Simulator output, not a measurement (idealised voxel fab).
You're looking at the process module voxel self aligned vias.
225 nm wide, 5 nm square cells: that's cross-section cut.
Format of a cross-section: grid, square cells. Given as bands. Order: top down. Band: one or more rows of cells.
For a band, the entry starts with two heights in nm, that of the top and then that of the bottom, and carries on with the band's materials in order from left to right, each alongside its width in nm; the word "throughout" beside a single material means it fills the band edge to edge, and "air" means empty space.
The level at which height equals 0 is the one under which the wafer, as it arrives, is entirely one material. No lower edge exists for the bottom band, which continues downward and is notated as in "0..down".
Quick explanation for "30 to 40": the width changes in equal steps down the rows of cells, from the first number in the band's top row to the second number in its bottom row.
When a step is marked "remained the same", none of the cells in the cross-section changed during that step.
Closed empty spaces (no open way to the top) of 8 cells or more are what "Sealed cavities" lists, each as width x height at distance from the left edge, nm for all three.
Past the settings on a step's line: simulator remark, on that step.
"overlay nm" answers the question of how far to the right of plan the mask lay on a step that has a mask, and when it is negative the answer is to the left.

# Process steps foreseen in the plan
1: RECEIVE, material Si
2: CONFORMAL_DEP, material SiO2, thk nm 10
3: CONFORMAL_DEP, material SiCN, thk nm 5
4: DIRECTIONAL_DEP, material lowk, thk nm 20
5: PATTERN, tone open, mask id LINES, material resist, width nm 20, pitch nm 60, thk nm 15, overlay nm 0
6: DIRECTIONAL_ETCH, etch materials lowk, depth nm 20
7: STRIP, etch materials resist
8: CONFORMAL_DEP, material TiN, thk nm 5
9: FILL_DEP, material W, thk nm 5
10: CMP, height nm 35
11: SELECTIVE_ETCH, etch materials W Ru TiN, depth nm 5
12: FILL_DEP, material SiN, thk nm 10
13: CMP, height nm 35
14: DIRECTIONAL_DEP, material lowk, thk nm 15
15: DIRECTIONAL_DEP, material aC, thk nm 15
16: PATTERN, tone open, mask id VIAS, material resist, width nm 40, pitch nm 60, thk nm 30, overlay nm 0
17: DIRECTIONAL_ETCH, etch materials aC, depth nm 15
18: STRIP, etch materials resist
19: DIRECTIONAL_ETCH, etch materials lowk, depth nm 15
20: DIRECTIONAL_ETCH, etch materials SiN, depth nm 5
21: STRIP, etch materials aC
22: CONFORMAL_DEP, material TiN, thk nm 5
23: FILL_DEP, material Cu, thk nm 5
24: CMP, height nm 50
25: CONFORMAL_DEP, material SiN, thk nm 5

# Cross-section: wafer on arrival = after step 1
	0..down | Si throughout
	Sealed cavities: none

# Starting structure and process plan are as shown above, but one mistake was made in running the module; the wafer cross-section at the end of the module follows
	55..50 | SiN throughout
	50..40 | 55 of lowk  5 of TiN  30 of Cu  5 of TiN  20 of lowk  5 of TiN  30 of Cu  5 of TiN  70 of lowk
	40..35 | 55 of lowk  20 of TiN  10 of Cu  10 of TiN  20 of lowk  20 of TiN  10 of Cu  10 of TiN  70 of lowk
	35..30 | 70 of lowk  20 of TiN  40 of lowk  20 of TiN  75 of lowk
	30..20 | 70 of lowk  5 of TiN  10 of W  5 of TiN  40 of lowk  5 of TiN  10 of W  5 of TiN  75 of lowk
	20..15 | 70 of lowk  20 of TiN  40 of lowk  20 of TiN  75 of lowk
	15..10 | SiCN throughout
	10..0 | SiO2 throughout
	0..down | Si throughout
	Sealed cavities: none
Want to know what went wrong? step 16 was run on a setting that differed from the plan, and what really ran there is PATTERN, tone open, mask id VIAS, material resist, width nm 40, pitch nm 60, thk nm 30, overlay nm -5
